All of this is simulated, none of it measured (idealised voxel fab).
Module name: voxel released beams (process module)
FYI the section here is cut, 200 nm wide, cells are 5 nm squares.
Cross-sections here: square-cell grids, written as top-down lists of bands, a band being one or more rows of cells.
Within each band entry, the heights of the top and of the bottom of the band appear first, in that order and in nm; the materials of the band then follow from left to right, each with its corresponding width in nm. The designation "throughout" on a single material indicates that it fills the band from edge to edge; the designation "empty" indicates empty space.
For the purposes of this specification, 0 denotes the height below which the wafer in its as-received condition is composed wholly of one material, and the lowermost band, lacking a lower limit, extends downward without end, as expressed in "from 0 down".
With a width like "30..40", each row of cells in the band differs from the next by the same amount, the top row carrying the first number and the bottom row the second.
You'll sometimes find "no alteration" written for a step, and that's the way of saying that nowhere in the cross-section did a cell change during that step.
Empty spaces without an open route to the top, at least 8 cells in extent, make up the entry "Closed void listing"; each is given as width x height at distance, where the distance is measured from the left edge, and all are in nm.
Step line, after settings: the simulator's comment on this step.
"overlay nm" on a masked step: distance the mask lay right of its planned place, negative for left.
**plan**
1,RECEIVE | material Si
2,CONFORMAL_DEP | material SiN | thk nm 5
3,DIRECTIONAL_DEP | material SiO2 | thk nm 20
4,DIRECTIONAL_DEP | material aC | thk nm 15
5,PATTERN | tone open | mask id ANCHOR | material resist | width nm 35 | thk nm 30 | overlay nm 0
6,DIRECTIONAL_ETCH | etch materials aC | depth nm 15
7,STRIP | etch materials resist
8,DIRECTIONAL_ETCH | etch materials SiO2 | depth nm 20
9,STRIP | etch materials aC
10,CONFORMAL_DEP | material TiN | thk nm 15
11,PATTERN | tone cover | mask id BEAM | material resist | width nm 80 | thk nm 20 | overlay nm 0
12,DIRECTIONAL_ETCH | etch materials TiN | depth nm 15
13,STRIP | etch materials resist
14,STRIP | etch materials SiO2
**This is the cross-section of the wafer as we received it, i.e. after step 1**
from 0 down  Si throughout
Closed void listing: none
**As-planned run: cross-section of the first of two wafers at end of module**
from 40 to 25  empty 55, TiN 20, empty 5, TiN 55, empty 65
from 25 to 20  empty 60, TiN 15, empty 5, TiN 15, empty 105
from 20 to 5  empty 60, TiN 35, empty 105
from 5 to 0  SiN throughout
from 0 down  Si throughout
Closed void listing: none
**The second wafer, shown in cross-section after the module: started the same way as the first and given the same plan, yet one mistake crept into how it was run**
from 40 to 25  empty 55, TiN 55, empty 90
from 25 to 20  empty 45, TiN 15, SiO2 35, TiN 15, empty 90
from 20 to 5  empty 45, TiN 15, SiO2 35, TiN 40, empty 65
from 5 to 0  SiN throughout
from 0 down  Si throughout
Closed void listing: none
what went wrong: off-plan run, step 5, actual operation and settings PATTERN | tone cover | mask id ANCHOR | material resist | width nm 35 | thk nm 30 | overlay nm 0
Looking at both finished wafers in cells, the second ends up ahead of or behind the first on some materials: 28 more of SiO2
